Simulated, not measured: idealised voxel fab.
A process module follows: voxel ribs on slabs.
The figure presents cross-section cut, which has a width of 275 nm and is divided into square cells with an edge length of 5 nm.
If you're reading a cross-section in this doc, picture square cells in a grid; it comes to you as bands, top ones listed first down to the bottom, and a band can be one or more rows of cells.
It is stipulated that each band's entry specify, in nanometres, the height of the top of the band and then that of its bottom, followed by the materials of the band in left-to-right sequence, each together with its width in nanometres. A single material marked by the word "full width" is understood to fill the band from edge to edge; the word "blank" is understood to denote empty space.
Height reference: 0 = level under which incoming wafer is all one material. Lowest band: no bottom, runs on downward, e.g. "z 0 and below".
Top row gets the first number, bottom row gets the second, and each row in between changes by the same step: that is how a band width like "30..40" works.
Step note "changes: none" = no cross-section cell changed.
Entry "Enclosed internal voids". Content: empty spaces with no open connection to the top, size 8 cells or greater. Each: width x height at distance. Distance: from left edge. Unit: nm.
Whatever follows a step's settings on its line is a remark the simulator itself makes about that step.
"overlay nm" denotes, for a step that has a mask, the displacement of the mask to the right of its planned place, with negative values corresponding to the left.

Below is the list of planned process steps
1 RECEIVE, material Si
2 DIRECTIONAL_DEP, material SiO2, thk nm 25
3 DIRECTIONAL_DEP, material SiN, thk nm 15
4 MASKED_ETCH, tone cover, mask id RIB, width nm 15, etch materials SiN, depth nm 10, overlay nm 0
5 PATTERN, tone cover, mask id SLAB, material resist, width nm 55, thk nm 20, overlay nm 0
6 DIRECTIONAL_ETCH, etch materials SiN, depth nm 5
7 STRIP, etch materials resist
8 FILL_DEP, material SiO2, thk nm 15
9 CMP, height nm 50
10 DIRECTIONAL_DEP, material TiN, thk nm 10
11 PATTERN, tone cover, mask id HEATER, material resist, width nm 25, thk nm 15, overlay nm 0
12 DIRECTIONAL_ETCH, etch materials TiN, depth nm 10
13 STRIP, etch materials resist
14 CONFORMAL_DEP, material SiN, thk nm 5

Received-state cross-section, reflecting completion of step 1
    z 0 and below: Si full width
    Enclosed internal voids: none

The module was run from the start shown above using the plan shown above, but one mistake was made doing it; the resulting wafer cross-section is below
    z 65 to 60: blank (115) / SiN (35) / blank (125)
    z 60 to 55: blank (115) / SiN (5) / TiN (25) / SiN (5) / blank (125)
    z 55 to 50: SiN (120) / TiN (25) / SiN (130)
    z 50 to 40: SiO2 full width
    z 40 to 30: SiO2 (130) / SiN (15) / SiO2 (130)
    z 30 to 25: SiO2 (110) / SiN (55) / SiO2 (110)
    z 25 to 0: SiO2 full width
    z 0 and below: Si full width
    Enclosed internal voids: none
It is concluded that the wafer was processed incorrectly with respect to the plan, in that step 11 off recipe, ran as PATTERN, tone cover, mask id HEATER, material resist, width nm 25, thk nm 15, overlay nm -5
